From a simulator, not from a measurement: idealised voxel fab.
Title: Process Module voxel air gaps
The cross-section shown here is cut; it is 175 nm wide and divided into square cells measuring 5 nm on a side.
Throughout this document, each cross-section is represented as a grid of square cells and is presented as a sequence of bands enumerated from the top downward, where a band comprises one or more rows of cells.
The entry gives the band's vertical extent as a top height and a bottom height in nm, then its horizontal make-up as materials from left to right, each with a width in nm. "air" stands for empty space; a single material marked "full width" fills the band edge to edge.
Height is counted from the level 0, under which the received wafer is composed throughout of one material. The lowest of the bands is not closed at the bottom but continues downward, in the notation "top 0, no bottom".
Per-row width for "30..40": begins at first number (top row of band), ends at second number (bottom row), increment between rows held constant.
Any step labelled "changes: none" changed none of the cells in the cross-section.
In the "Closed void listing" entry, you get each enclosed empty space of 8 cells or more, one with no open way to the top, written width x height at distance, distance from the left edge, in nm.
The remark found on a step's line after its settings is issued by the simulator itself and pertains to that step.
When a step includes a mask, the "overlay nm" setting on its line states how far to the right of its planned place that mask lay, and negative values state how far to the left.

**The following list gives the planned process steps**
step 1: op RECEIVE | material Si
step 2: op CONFORMAL_DEP | material SiO2 | thk nm 15
step 3: op CONFORMAL_DEP | material SiN | thk nm 5
step 4: op DIRECTIONAL_DEP | material SiO2 | thk nm 30
step 5: op MASKED_ETCH | tone open | mask id LINES | width nm 15 | pitch nm 40 | etch materials SiO2 | depth nm 30 | overlay nm 0
step 6: op CONFORMAL_DEP | material TiN | thk nm 5
step 7: op FILL_DEP | material W | thk nm 10
step 8: op CMP | height nm 50
step 9: op EPI | material Ru | thk nm 10
step 10: op SELECTIVE_ETCH | etch materials SiO2 | depth nm 40
step 11: op CONFORMAL_DEP | material SiN | thk nm 5

**as received, after step 1**
  top 0, no bottom | Si full width
  Closed void listing: none

**Cross-sectional view of the first of the two wafers upon completion of the module, processed in accordance with the plan**
  top 65, bottom 60 | air: 5, SiN: 165, air: 5
  top 60, bottom 50 | air: 5, SiN: 5, Ru: 35, SiN: 5, Ru: 35, SiN: 5, Ru: 35, SiN: 5, Ru: 35, SiN: 5, air: 5
  top 50, bottom 45 | air: 5, SiN: 15, TiN: 5, W: 5, TiN: 5, SiN: 25, TiN: 5, W: 5, TiN: 5, SiN: 25, TiN: 5, W: 5, TiN: 5, SiN: 25, TiN: 5, W: 5, TiN: 5, SiN: 15, air: 5
  top 45, bottom 25 | air: 15, SiN: 5, TiN: 5, W: 5, TiN: 5, SiN: 5, air: 15, SiN: 5, TiN: 5, W: 5, TiN: 5, SiN: 5, air: 15, SiN: 5, TiN: 5, W: 5, TiN: 5, SiN: 5, air: 15, SiN: 5, TiN: 5, W: 5, TiN: 5, SiN: 5, air: 15
  top 25, bottom 20 | SiN: 20, TiN: 15, SiN: 25, TiN: 15, SiN: 25, TiN: 15, SiN: 25, TiN: 15, SiN: 20
  top 20, bottom 15 | SiN full width
  top 15, bottom 0 | SiO2 full width
  top 0, no bottom | Si full width
  Closed void listing: 15 x 20 at 40; 15 x 20 at 80; 15 x 20 at 120

**Cross-section, second wafer: same start as the first, same plan as the first, one mistake in running it; taken at the end of the module**
  top 65, bottom 60 | SiN full width
  top 60, bottom 50 | Ru full width
  top 50, bottom 25 | W: 15, TiN: 5, SiO2: 15, TiN: 5, W: 15, TiN: 5, SiO2: 15, TiN: 5, W: 15, TiN: 5, SiO2: 15, TiN: 5, W: 15, TiN: 5, SiO2: 15, TiN: 5, W: 15
  top 25, bottom 20 | TiN: 20, SiO2: 15, TiN: 25, SiO2: 15, TiN: 25, SiO2: 15, TiN: 25, SiO2: 15, TiN: 20
  top 20, bottom 15 | SiN full width
  top 15, bottom 0 | SiO2 full width
  top 0, no bottom | Si full width
  Closed void listing: none
The plan and the run diverged here: off-plan run, step 5, actual operation and settings op MASKED_ETCH | tone cover | mask id LINES | width nm 15 | pitch nm 40 | etch materials SiO2 | depth nm 30 | overlay nm 0
At the finish, the second wafer shows more or fewer cells for some materials than the first does: 14 more of Ru | 84 fewer of SiN | 72 more of SiO2 | 11 more of TiN | 55 more of W
closed voids at the end (first wafer, second wafer): 3, 0
